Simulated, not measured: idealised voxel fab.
process module | voxel self aligned contacts
cross-section cut | 185 nm wide | cells 5 nm
A cross-section is a grid of square cells, given in bands from the top down. A band is one or more rows of cells.
Each band's line starts with the height of the band's top and of its bottom, in nm. Then come its materials from left to right, each with its width in nm. One material with "throughout" fills the band from edge to edge. "air" is empty space.
Height 0 is the level under which the wafer as received is all one material. The lowest band goes on downwards, as in "0 down".
A width such as "30 to 40" changes by the same amount from each row of cells to the next, from the band's top row to its bottom row.
"no change" after a step means that no cell of the cross-section changed.
closed voids: empty space of 8 cells or more with no open way to the top, each as width x height at its distance from the left edge, in nm
after a step's settings: what the simulator itself notes on the step
overlay nm, on a step with a mask: how far to the right of its planned place the mask lay; to the left if negative
plan
1 op RECEIVE | material Si
2 op OXIDIZE | depth nm 5
3 op DIRECTIONAL_DEP | material polySi | thk nm 30
4 op DIRECTIONAL_DEP | material SiN | thk nm 15
5 op PATTERN | tone cover | mask id GATE | material resist | width nm 25 | pitch nm 50 | thk nm 15 | overlay nm 0
6 op DIRECTIONAL_ETCH | etch materials SiN | depth nm 15
7 op DIRECTIONAL_ETCH | etch materials polySi | depth nm 30
8 op STRIP | etch materials resist
9 op CONFORMAL_DEP | material SiN | thk nm 5
10 op DIRECTIONAL_ETCH | etch materials SiN | depth nm 5
11 op FILL_DEP | material SiO2 | thk nm 15
12 op CMP | height nm 50
13 op MASKED_ETCH | tone open | mask id CONTACT | width nm 35 | etch materials SiO2 | depth nm 55 | overlay nm 0
14 op CONFORMAL_DEP | material TiN | thk nm 5
15 op FILL_DEP | material W | thk nm 5
16 op CMP | height nm 50
17 op CONFORMAL_DEP | material SiCN | thk nm 5
as received, after step 1
  0 down: Si throughout
  closed voids: none
first wafer at the end, as planned
  55 to 50: SiCN throughout
  50 to 45: SiO2 75 | TiN 15 | W 5 | TiN 15 | SiO2 75
  45 to 30: SiO2 50 | SiN 35 | TiN 5 | W 5 | TiN 5 | SiN 35 | SiO2 50
  30 to 0: SiO2 50 | SiN 5 | polySi 25 | SiN 5 | TiN 5 | W 5 | TiN 5 | SiN 5 | polySi 25 | SiN 5 | SiO2 50
  0 to -5: SiO2 85 | TiN 15 | SiO2 85
  -5 down: Si throughout
  closed voids: none
second wafer at the end: like start, like plan, one mistake
  55 to 50: SiCN throughout
  50 to 45: SiO2 75 | TiN 15 | W 5 | TiN 15 | SiO2 75
  45 to 35: SiO2 50 | SiN 35 | TiN 5 | W 5 | TiN 5 | SiN 35 | SiO2 50
  35 to 30: SiO2 50 | SiN 35 | TiN 15 | SiN 35 | SiO2 50
  30 to 0: SiCN throughout
  0 to -5: SiO2 throughout
  -5 down: Si throughout
  closed voids: none
what went wrong: step 3 ran as: op DIRECTIONAL_DEP | material SiCN | thk nm 30
at the end the second wafer has, in cells: 222 more of SiCN | 24 fewer of SiN | 117 fewer of SiO2 | 14 fewer of TiN | 7 fewer of W | 60 fewer of polySi
